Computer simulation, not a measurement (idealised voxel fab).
Process module heading - voxel fin reveal
The width of the displayed cross-section, cut, is 235 nm; its cells are square, with a size of 5 nm.
Cross-section = grid of square cells, listed top down in bands; band = one or more rows.
Band: top height; bottom height; in nm. Then, left to right: material with width in nm, for each material. "all across": a single material spanning edge to edge. "blank": empty space.
The level at which height equals 0 is the one under which the wafer, as it arrives, is entirely one material. No lower edge exists for the bottom band, which continues downward and is notated as in "top 0, no bottom".
When a width is written as two numbers, as in "30..40", the first number is the width in the top row of cells of the band and the second is the width in its bottom row, and the width changes by the same amount from each row to the next.
The designation "everything unchanged", where it is given for a processing step, indicates that no cell of the cross-section was altered in the course of that step.
You'll see "Cavities, sealed" listing empty spaces that have no way open to the top, as long as they're 8 cells or more; the notation is width x height at distance, where the distance is from the left edge, and all of it is in nm.
If you see something after the settings on a step's line, that's the simulator's own remark about that step.
"overlay nm" answers the question of how far to the right of plan the mask lay on a step that has a mask, and when it is negative the answer is to the left.

Intended process steps:
1 RECEIVE, material Si
2 CONFORMAL_DEP, material SiN, thk nm 5
3 PATTERN, tone cover, mask id FINS, material resist, width nm 15, pitch nm 35, thk nm 15, overlay nm -15
4 DIRECTIONAL_ETCH, etch materials SiN, depth nm 5
5 DIRECTIONAL_ETCH, etch materials Si, depth nm 30
6 STRIP, etch materials resist
7 OXIDIZE, depth nm 5
8 FILL_DEP, material SiO2, thk nm 10
9 CMP, height nm 5
10 SELECTIVE_ETCH, etch materials SiO2, depth nm 15
11 STRIP, etch materials SiN
12 CONFORMAL_DEP, material SiO2, thk nm 5
Variable across wafers: step 3 overlay nm (plan value is that of the first wafer; starting state common to all).

Cut through the first of several wafers as received, post step 1:
    top 0, no bottom = Si all across
    Cavities, sealed: none

Cross-section of the first of several wafers once the module has run through its last step, step 12:
    top 5, bottom 0 = blank 75 | SiO2 15 | blank 20 | SiO2 15 | blank 110
    top 0, bottom -5 = blank 75 | SiO2 5 | Si 5 | SiO2 5 | blank 20 | SiO2 5 | Si 5 | SiO2 5 | blank 110
    top -5, bottom -35 = SiO2 80 | Si 5 | SiO2 30 | Si 5 | SiO2 115
    top -35, no bottom = Si all across
    Cavities, sealed: none

Cross-section of the final wafer among several, taken at the end of the module:
    top 5, bottom 0 = blank 105 | SiO2 15 | blank 20 | SiO2 15 | blank 80
    top 0, bottom -5 = blank 105 | SiO2 5 | Si 5 | SiO2 5 | blank 20 | SiO2 5 | Si 5 | SiO2 5 | blank 80
    top -5, bottom -35 = SiO2 110 | Si 5 | SiO2 30 | Si 5 | SiO2 85
    top -35, no bottom = Si all across
    Cavities, sealed: none

Table: wafers, a row each; end-of-module cell change per material since receipt, gain (+), loss (-); then closed voids:
overlay nm -15; -315 Si; +280 SiO2; Cavities, sealed: none
overlay nm -10; -315 Si; +280 SiO2; Cavities, sealed: none
overlay nm -5; -315 Si; +280 SiO2; Cavities, sealed: none
overlay nm 0; -315 Si; +280 SiO2; Cavities, sealed: none
overlay nm 5; -315 Si; +280 SiO2; Cavities, sealed: none
overlay nm 10; -315 Si; +280 SiO2; Cavities, sealed: none
overlay nm 15; -315 Si; +280 SiO2; Cavities, sealed: none
